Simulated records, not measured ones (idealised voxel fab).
Module name: voxel gate over fins (process module)
Square cell edge 5 nm, section width 230 nm, ID cut.
Reading order for cross-sections: top band down to bottom band. Underlying form: a grid of square cells. Band size: one or more rows of cells. What a band's entry tells you: where the top is and where the bottom is, as heights in nm, and after that what lies inside, material by material from left to right, each with its width in nm. Empty space is written as the word "air", and a single material marked with the word "all across" occupies the band from edge to edge. Convention: height 0 is the level below which the wafer, as received, is all one material. The lowest band does not terminate at the bottom but continues downward, represented as "top 0, no bottom". It should be noted that a width expressed as "30..40" varies in equal increments from row to row of cells within the band, taking the value of the first number at the top row and that of the second number at the bottom row. The designation "remained unchanged", where it is given for a processing step, indicates that no cell of the cross-section was altered in the course of that step. "Closed internal voids" specifies each empty space that is not open to the top and that occupies no fewer than 8 cells, using the form width x height at distance, the distance measured from the left edge and all three quantities in nm. Step line, after settings: the simulator's comment on this step. overlay nm: for a step with a mask, the amount by which the mask lay right of where it was planned; a negative amount means left of it. So the way this works: pairs, before and after one process step. The after picture only goes down to the lowest band that actually changed, nothing below. Step and its settings are under each pair. And watch out, pairs might come from different runs of this module, same starting wafer though, so a pair only follows on from the one above if its "Pre-step profile" entry tells you so.

Pre-step profile:
* top 10, bottom 5 | air (80); TiN (25); air (25); TiN (25); air (75)
* top 5, bottom 0 | air (80); TiN (5); HfO2 (15); TiN (5); air (25); TiN (5); HfO2 (15); TiN (5); air (75)
* top 0, bottom -5 | air (80); TiN (5); HfO2 (5); Si (5); HfO2 (5); TiN (5); air (25); TiN (5); HfO2 (5); Si (5); HfO2 (5); TiN (5); air (75)
* top -5, bottom -10 | TiN (85); HfO2 (5); Si (5); HfO2 (5); TiN (35); HfO2 (5); Si (5); HfO2 (5); TiN (80)
* top -10, bottom -15 | HfO2 (90); Si (5); HfO2 (45); Si (5); HfO2 (85)
* top -15, bottom -20 | SiO2 (90); Si (5); SiO2 (45); Si (5); SiO2 (85)
* top -20, bottom -30 | SiO2 (90); Si (5); SiO2 (10); TiN (5); W (5); TiN (5); SiO2 (20); Si (5); SiO2 (85)
* top -30, bottom -35 | SiO2 (90); Si (5); SiO2 (10); TiN (15); SiO2 (20); Si (5); SiO2 (85)
* top -35, bottom -45 | SiO2 (90); Si (5); SiO2 (45); Si (5); SiO2 (85)
* top -45, no bottom | Si all across
* Closed internal voids: none

Step Outcome:
* top 15, bottom 10 | air (75); TiAl (35); air (15); TiAl (35); air (70)
* top 10, bottom 5 | air (75); TiAl (5); TiN (25); TiAl (5); air (15); TiAl (5); TiN (25); TiAl (5); air (70)
* top 5, bottom 0 | air (75); TiAl (5); TiN (5); HfO2 (15); TiN (5); TiAl (5); air (15); TiAl (5); TiN (5); HfO2 (15); TiN (5); TiAl (5); air (70)
* top 0, bottom -5 | TiAl (80); TiN (5); HfO2 (5); Si (5); HfO2 (5); TiN (5); TiAl (25); TiN (5); HfO2 (5); Si (5); HfO2 (5); TiN (5); TiAl (75)
* No changes below -5.
* Closed internal voids: none
So what happened between those two cross-sections up there? CONFORMAL_DEP,material TiAl,thk nm 5

Pre-step profile: It is represented by the cross-section appearing after the step of the pair directly above.

Step Outcome:
* top 20, bottom 15 | air (70); TiN (45); air (5); TiN (45); air (65)
* top 15, bottom 10 | air (70); TiN (5); TiAl (35); TiN (5); air (5); TiN (5); TiAl (35); TiN (5); air (65)
* top 10, bottom 5 | air (70); TiN (5); TiAl (5); TiN (25); TiAl (5); TiN (5); air (5); TiN (5); TiAl (5); TiN (25); TiAl (5); TiN (5); air (65)
* top 5, bottom 0 | TiN (75); TiAl (5); TiN (5); HfO2 (15); TiN (5); TiAl (5); TiN (15); TiAl (5); TiN (5); HfO2 (15); TiN (5); TiAl (5); TiN (70)
* No changes below 0.
* Closed internal voids: none
So what happened between those two cross-sections up there? CONFORMAL_DEP,material TiN,thk nm 5

Pre-step profile: It is represented by the cross-section appearing after the step of the pair directly above.

Step Outcome:
* top 35, bottom 20 | W all across
* top 20, bottom 15 | W (70); TiN (45); W (5); TiN (45); W (65)
* top 15, bottom 10 | W (70); TiN (5); TiAl (35); TiN (5); W (5); TiN (5); TiAl (35); TiN (5); W (65)
* top 10, bottom 5 | W (70); TiN (5); TiAl (5); TiN (25); TiAl (5); TiN (5); W (5); TiN (5); TiAl (5); TiN (25); TiAl (5); TiN (5); W (65)
* No changes below 5.
* Closed internal voids: none
So what happened between those two cross-sections up there? FILL_DEP,material W,thk nm 15

Pre-step profile: It is represented by the cross-section appearing after the step of the pair directly above.

Step Outcome:
* top 30, bottom 20 | W all across
* No changes below 20.
* Closed internal voids: none
So what happened between those two cross-sections up there? CMP,height nm 30

Pre-step profile: It is represented by the cross-section appearing after the step of the pair directly above.

Step Outcome:
* top 35, bottom 30 | SiN all across
* No changes below 30.
* Closed internal voids: none
So what happened between those two cross-sections up there? CONFORMAL_DEP,material SiN,thk nm 5

Pre-step profile:
* top 5, bottom 0 | SiO2 (80); SiN (15); SiO2 (10); air (15); SiO2 (10); SiN (15); SiO2 (85)
* top 0, bottom -20 | SiO2 (85); Si (5); SiO2 (15); air (15); SiO2 (15); Si (5); SiO2 (90)
* top -20, bottom -30 | SiO2 (85); Si (5); SiO2 (15); TiN (5); W (5); TiN (5); SiO2 (15); Si (5); SiO2 (90)
* top -30, bottom -35 | SiO2 (85); Si (5); SiO2 (15); TiN (15); SiO2 (15); Si (5); SiO2 (90)
* top -35, bottom -45 | SiO2 (85); Si (5); SiO2 (45); Si (5); SiO2 (90)
* top -45, no bottom | Si all across
* Closed internal voids: none

Step Outcome:
* top 10, bottom 5 | TiN all across
* top 5, bottom 0 | SiO2 (80); SiN (15); SiO2 (10); TiN (15); SiO2 (10); SiN (15); SiO2 (85)
* top 0, bottom -20 | SiO2 (85); Si (5); SiO2 (15); TiN (15); SiO2 (15); Si (5); SiO2 (90)
* No changes below -20.
* Closed internal voids: none
So what happened between those two cross-sections up there? FILL_DEP,material TiN,thk nm 5

Pre-step profile: It is represented by the cross-section appearing after the step of the pair directly above.

Step Outcome:
* top 5, bottom 0 | SiO2 (80); SiN (15); SiO2 (10); TiN (15); SiO2 (10); SiN (15); SiO2 (85)
* No changes below 0.
* Closed internal voids: none
So what happened between those two cross-sections up there? CMP,height nm 5

Pre-step profile: It is represented by the cross-section appearing after the step of the pair directly above.

Step Outcome:
* top 5, bottom 0 | air (80); SiN (15); air (10); TiN (15); air (10); SiN (15); air (85)
* top 0, bottom -15 | air (85); Si (5); air (15); TiN (15); air (15); Si (5); air (90)
* No changes below -15.
* Closed internal voids: none
So what happened between those two cross-sections up there? SELECTIVE_ETCH,etch materials SiO2,depth nm 20

Pre-step profile: It is represented by the cross-section appearing after the step of the pair directly above.

Step Outcome:
* top 5, bottom 0 | air (105); TiN (15); air (110)
* No changes below 0.
* Closed internal voids: none
So what happened between those two cross-sections up there? STRIP,etch materials SiN

Pre-step profile: It is represented by the cross-section appearing after the step of the pair directly above.

Step Outcome:
* top 10, bottom 5 | air (100); HfO2 (25); air (105)
* top 5, bottom 0 | air (80); HfO2 (15); air (5); HfO2 (5); TiN (15); HfO2 (5); air (5); HfO2 (15); air (85)
* top 0, bottom -10 | air (80); HfO2 (5); Si (5); HfO2 (5); air (5); HfO2 (5); TiN (15); HfO2 (5); air (5); HfO2 (5); Si (5); HfO2 (5); air (85)
* top -10, bottom -15 | HfO2 (85); Si (5); HfO2 (15); TiN (15); HfO2 (15); Si (5); HfO2 (90)
* No changes below -15.
* Closed internal voids: none
So what happened between those two cross-sections up there? CONFORMAL_DEP,material HfO2,thk nm 5

Pre-step profile: It is represented by the cross-section appearing after the step of the pair directly above.

Step Outcome:
* top 15, bottom 10 | air (95); TiN (35); air (100)
* top 10, bottom 5 | air (75); TiN (25); HfO2 (25); TiN (25); air (80)
* top 5, bottom 0 | air (75); TiN (5); HfO2 (15); TiN (5); HfO2 (5); TiN (15); HfO2 (5); TiN (5); HfO2 (15); TiN (5); air (80)
* top 0, bottom -5 | air (75); TiN (5); HfO2 (5); Si (5); HfO2 (5); TiN (5); HfO2 (5); TiN (15); HfO2 (5); TiN (5); HfO2 (5); Si (5); HfO2 (5); TiN (5); air (80)
* top -5, bottom -10 | TiN (80); HfO2 (5); Si (5); HfO2 (5); TiN (5); HfO2 (5); TiN (15); HfO2 (5); TiN (5); HfO2 (5); Si (5); HfO2 (5); TiN (85)
* No changes below -10.
* Closed internal voids: none
So what happened between those two cross-sections up there? CONFORMAL_DEP,material TiN,thk nm 5

Pre-step profile: It is represented by the cross-section appearing after the step of the pair directly above.

Step Outcome:
* top 20, bottom 15 | air (90); TiAl (45); air (95)
* top 15, bottom 10 | air (70); TiAl (25); TiN (35); TiAl (25); air (75)
* top 10, bottom 5 | air (70); TiAl (5); TiN (25); HfO2 (25); TiN (25); TiAl (5); air (75)
* top 5, bottom 0 | air (70); TiAl (5); TiN (5); HfO2 (15); TiN (5); HfO2 (5); TiN (15); HfO2 (5); TiN (5); HfO2 (15); TiN (5); TiAl (5); air (75)
* top 0, bottom -5 | TiAl (75); TiN (5); HfO2 (5); Si (5); HfO2 (5); TiN (5); HfO2 (5); TiN (15); HfO2 (5); TiN (5); HfO2 (5); Si (5); HfO2 (5); TiN (5); TiAl (80)
* No changes below -5.
* Closed internal voids: none
So what happened between those two cross-sections up there? CONFORMAL_DEP,material TiAl,thk nm 5

Pre-step profile: It is represented by the cross-section appearing after the step of the pair directly above.

Step Outcome:
* top 25, bottom 20 | air (85); TiN (55); air (90)
* top 20, bottom 15 | air (65); TiN (25); TiAl (45); TiN (25); air (70)
* top 15, bottom 10 | air (65); TiN (5); TiAl (25); TiN (35); TiAl (25); TiN (5); air (70)
* top 10, bottom 5 | air (65); TiN (5); TiAl (5); TiN (25); HfO2 (25); TiN (25); TiAl (5); TiN (5); air (70)
* top 5, bottom 0 | TiN (70); TiAl (5); TiN (5); HfO2 (15); TiN (5); HfO2 (5); TiN (15); HfO2 (5); TiN (5); HfO2 (15); TiN (5); TiAl (5); TiN (75)
* No changes below 0.
* Closed internal voids: none
So what happened between those two cross-sections up there? CONFORMAL_DEP,material TiN,thk nm 5

Pre-step profile: It is represented by the cross-section appearing after the step of the pair directly above.

Step Outcome:
* top 40, bottom 25 | W all across
* top 25, bottom 20 | W (85); TiN (55); W (90)
* top 20, bottom 15 | W (65); TiN (25); TiAl (45); TiN (25); W (70)
* top 15, bottom 10 | W (65); TiN (5); TiAl (25); TiN (35); TiAl (25); TiN (5); W (70)
* top 10, bottom 5 | W (65); TiN (5); TiAl (5); TiN (25); HfO2 (25); TiN (25); TiAl (5); TiN (5); W (70)
* No changes below 5.
* Closed internal voids: none
So what happened between those two cross-sections up there? FILL_DEP,material W,thk nm 15

Pre-step profile: It is represented by the cross-section appearing after the step of the pair directly above.

Step Outcome:
* top 30, bottom 25 | W all across
* No changes below 25.
* Closed internal voids: none
So what happened between those two cross-sections up there? CMP,height nm 30

Pre-step profile: It is represented by the cross-section appearing after the step of the pair directly above.

Step Outcome:
* top 35, bottom 30 | SiN all across
* No changes below 30.
* Closed internal voids: none
So what happened between those two cross-sections up there? CONFORMAL_DEP,material SiN,thk nm 5

Pre-step profile:
* top 5, bottom 0 | SiN all across
* top 0, no bottom | Si all across
* Closed internal voids: none

Step Outcome:
* top 25, bottom 5 | resist (80); air (15); resist (35); air (15); resist (85)
* No changes below 5.
* Closed internal voids: none
So what happened between those two cross-sections up there? PATTERN,tone open,mask id FINS,material resist,width nm 15,pitch nm 50,thk nm 20,overlay nm 0

Pre-step profile: It is represented by the cross-section appearing after the step of the pair directly above.

Step Outcome:
* top 25, bottom 5 | resist (80); air (15); resist (35); air (15); resist (85)
* top 5, bottom 0 | SiN (80); air (15); SiN (35); air (15); SiN (85)
* No changes below 0.
* Closed internal voids: none
So what happened between those two cross-sections up there? DIRECTIONAL_ETCH,etch materials SiN,depth nm 5

Pre-step profile: It is represented by the cross-section appearing after the step of the pair directly above.

Step Outcome:
* top 25, bottom 5 | resist (80); air (15); resist (35); air (15); resist (85)
* top 5, bottom 0 | SiN (80); air (15); SiN (35); air (15); SiN (85)
* top 0, bottom -40 | Si (80); air (15); Si (35); air (15); Si (85)
* No changes below -40.
* Closed internal voids: none
So what happened between those two cross-sections up there? DIRECTIONAL_ETCH,etch materials Si,depth nm 40

Pre-step profile: It is represented by the cross-section appearing after the step of the pair directly above.

Step Outcome:
* top 5, bottom 0 | SiN (80); air (15); SiN (35); air (15); SiN (85)
* No changes below 0.
* Closed internal voids: none
So what happened between those two cross-sections up there? STRIP,etch materials resist

Pre-step profile: It is represented by the cross-section appearing after the step of the pair directly above.

Step Outcome:
* top 5, bottom 0 | SiN (80); air (15); SiN (35); air (15); SiN (85)
* top 0, bottom -40 | Si (75); SiO2 (5); air (15); SiO2 (5); Si (25); SiO2 (5); air (15); SiO2 (5); Si (80)
* top -40, bottom -45 | Si (75); SiO2 (25); Si (25); SiO2 (25); Si (80)
* No changes below -45.
* Closed internal voids: none
So what happened between those two cross-sections up there? OXIDIZE,depth nm 5

Pre-step profile: It is represented by the cross-section appearing after the step of the pair directly above.

Step Outcome:
* top 15, bottom 5 | SiO2 all across
* top 5, bottom 0 | SiN (80); SiO2 (15); SiN (35); SiO2 (15); SiN (85)
* top 0, bottom -45 | Si (75); SiO2 (25); Si (25); SiO2 (25); Si (80)
* No changes below -45.
* Closed internal voids: none
So what happened between those two cross-sections up there? FILL_DEP,material SiO2,thk nm 10

Pre-step profile: It is represented by the cross-section appearing after the step of the pair directly above.

Step Outcome:
* top 5, bottom 0 | SiN (80); SiO2 (15); SiN (35); SiO2 (15); SiN (85)
* No changes below 0.
* Closed internal voids: none
So what happened between those two cross-sections up there? CMP,height nm 5

Pre-step profile: It is represented by the cross-section appearing after the step of the pair directly above.

Step Outcome:
* top 15, bottom 5 | aC all across
* No changes below 5.
* Closed internal voids: none
So what happened between those two cross-sections up there? DIRECTIONAL_DEP,material aC,thk nm 10

Pre-step profile: It is represented by the cross-section appearing after the step of the pair directly above.

Step Outcome:
* top 40, bottom 15 | resist (105); air (15); resist (110)
* No changes below 15.
* Closed internal voids: none
So what happened between those two cross-sections up there? PATTERN,tone open,mask id RAIL,material resist,width nm 15,thk nm 25,overlay nm 0

Pre-step profile: It is represented by the cross-section appearing after the step of the pair directly above.

Step Outcome:
* top 30, bottom 15 | resist (105); air (15); resist (110)
* top 15, bottom 5 | aC (105); air (15); aC (110)
* No changes below 5.
* Closed internal voids: none
So what happened between those two cross-sections up there? DIRECTIONAL_ETCH,etch materials aC,depth nm 10

Pre-step profile: It is represented by the cross-section appearing after the step of the pair directly above.

Step Outcome:
* top 15, bottom 5 | aC (105); air (15); aC (110)
* No changes below 5.
* Closed internal voids: none
So what happened between those two cross-sections up there? STRIP,etch materials resist

Pre-step profile: It is represented by the cross-section appearing after the step of the pair directly above.

Step Outcome:
* top 5, bottom 0 | SiN (80); SiO2 (15); SiN (35); SiO2 (15); SiN (85)
* No changes below 0.
* Closed internal voids: none
So what happened between those two cross-sections up there? STRIP,etch materials aC

Pre-step profile: It is represented by the cross-section appearing after the step of the pair directly above.

Step Outcome:
* top 10, bottom 5 | TiN all across
* No changes below 5.
* Closed internal voids: none
So what happened between those two cross-sections up there? CONFORMAL_DEP,material TiN,thk nm 5

Pre-step profile: It is represented by the cross-section appearing after the step of the pair directly above.

Step Outcome:
* top 20, bottom 10 | W all across
* No changes below 10.
* Closed internal voids: none
So what happened between those two cross-sections up there? FILL_DEP,material W,thk nm 10

Pre-step profile: It is represented by the cross-section appearing after the step of the pair directly above.

Step Outcome:
* top 5, bottom 0 | SiN (80); SiO2 (15); SiN (35); SiO2 (15); SiN (85)
* No changes below 0.
* Closed internal voids: none
So what happened between those two cross-sections up there? CMP,height nm 5

Pre-step profile: It is represented by the cross-section appearing after the step of the pair directly above.

Step Outcome:
* top 10, bottom 5 | SiO2 all across
* No changes below 5.
* Closed internal voids: none
So what happened between those two cross-sections up there? FILL_DEP,material SiO2,thk nm 5

Pre-step profile: It is represented by the cross-section appearing after the step of the pair directly above.

Step Outcome:
* top 5, bottom 0 | SiN (80); SiO2 (15); SiN (35); SiO2 (15); SiN (85)
* No changes below 0.
* Closed internal voids: none
So what happened between those two cross-sections up there? CMP,height nm 5

Pre-step profile: It is represented by the cross-section appearing after the step of the pair directly above.

Step Outcome:
* top 5, bottom 0 | SiN (80); air (15); SiN (35); air (15); SiN (85)
* top 0, bottom -15 | Si (75); air (25); Si (25); air (25); Si (80)
* No changes below -15.
* Closed internal voids: none
So what happened between those two cross-sections up there? SELECTIVE_ETCH,etch materials SiO2,depth nm 20

Pre-step profile: It is represented by the cross-section appearing after the step of the pair directly above.

Step Outcome:
* top 0, bottom -15 | Si (75); air (25); Si (25); air (25); Si (80)
* No changes below -15.
* Closed internal voids: none
So what happened between those two cross-sections up there? STRIP,etch materials SiN

Pre-step profile: It is represented by the cross-section appearing after the step of the pair directly above.

Step Outcome:
* top 5, bottom 0 | HfO2 (80); air (15); HfO2 (35); air (15); HfO2 (85)
* top 0, bottom -10 | Si (75); HfO2 (5); air (15); HfO2 (5); Si (25); HfO2 (5); air (15); HfO2 (5); Si (80)
* top -10, bottom -15 | Si (75); HfO2 (25); Si (25); HfO2 (25); Si (80)
* No changes below -15.
* Closed internal voids: none
So what happened between those two cross-sections up there? CONFORMAL_DEP,material HfO2,thk nm 5

Pre-step profile: It is represented by the cross-section appearing after the step of the pair directly above.

Step Outcome:
* top 10, bottom 5 | TiN (85); air (5); TiN (45); air (5); TiN (90)
* top 5, bottom 0 | HfO2 (80); TiN (5); air (5); TiN (5); HfO2 (35); TiN (5); air (5); TiN (5); HfO2 (85)
* top 0, bottom -5 | Si (75); HfO2 (5); TiN (5); air (5); TiN (5); HfO2 (5); Si (25); HfO2 (5); TiN (5); air (5); TiN (5); HfO2 (5); Si (80)
* top -5, bottom -10 | Si (75); HfO2 (5); TiN (15); HfO2 (5); Si (25); HfO2 (5); TiN (15); HfO2 (5); Si (80)
* No changes below -10.
* Closed internal voids: none
So what happened between those two cross-sections up there? CONFORMAL_DEP,material TiN,thk nm 5

Pre-step profile: It is represented by the cross-section appearing after the step of the pair directly above.

Step Outcome:
* top 15, bottom 10 | TiAl all across
* top 10, bottom 5 | TiN (85); TiAl (5); TiN (45); TiAl (5); TiN (90)
* top 5, bottom 0 | HfO2 (80); TiN (5); TiAl (5); TiN (5); HfO2 (35); TiN (5); TiAl (5); TiN (5); HfO2 (85)
* top 0, bottom -5 | Si (75); HfO2 (5); TiN (5); TiAl (5); TiN (5); HfO2 (5); Si (25); HfO2 (5); TiN (5); TiAl (5); TiN (5); HfO2 (5); Si (80)
* No changes below -5.
* Closed internal voids: none
So what happened between those two cross-sections up there? CONFORMAL_DEP,material TiAl,thk nm 5

Pre-step profile: It is represented by the cross-section appearing after the step of the pair directly above.

Step Outcome:
* top 20, bottom 15 | TiN all across
* No changes below 15.
* Closed internal voids: none
So what happened between those two cross-sections up there? CONFORMAL_DEP,material TiN,thk nm 5

Pre-step profile: It is represented by the cross-section appearing after the step of the pair directly above.

Step Outcome:
* top 35, bottom 20 | W all across
* No changes below 20.
* Closed internal voids: none
So what happened between those two cross-sections up there? FILL_DEP,material W,thk nm 15

Pre-step profile: It is represented by the cross-section appearing after the step of the pair directly above.

Step Outcome:
* top 30, bottom 20 | W all across
* No changes below 20.
* Closed internal voids: none
So what happened between those two cross-sections up there? CMP,height nm 30

Pre-step profile: It is represented by the cross-section appearing after the step of the pair directly above.

Step Outcome:
* top 35, bottom 30 | SiN all across
* No changes below 30.
* Closed internal voids: none
So what happened between those two cross-sections up there? CONFORMAL_DEP,material SiN,thk nm 5
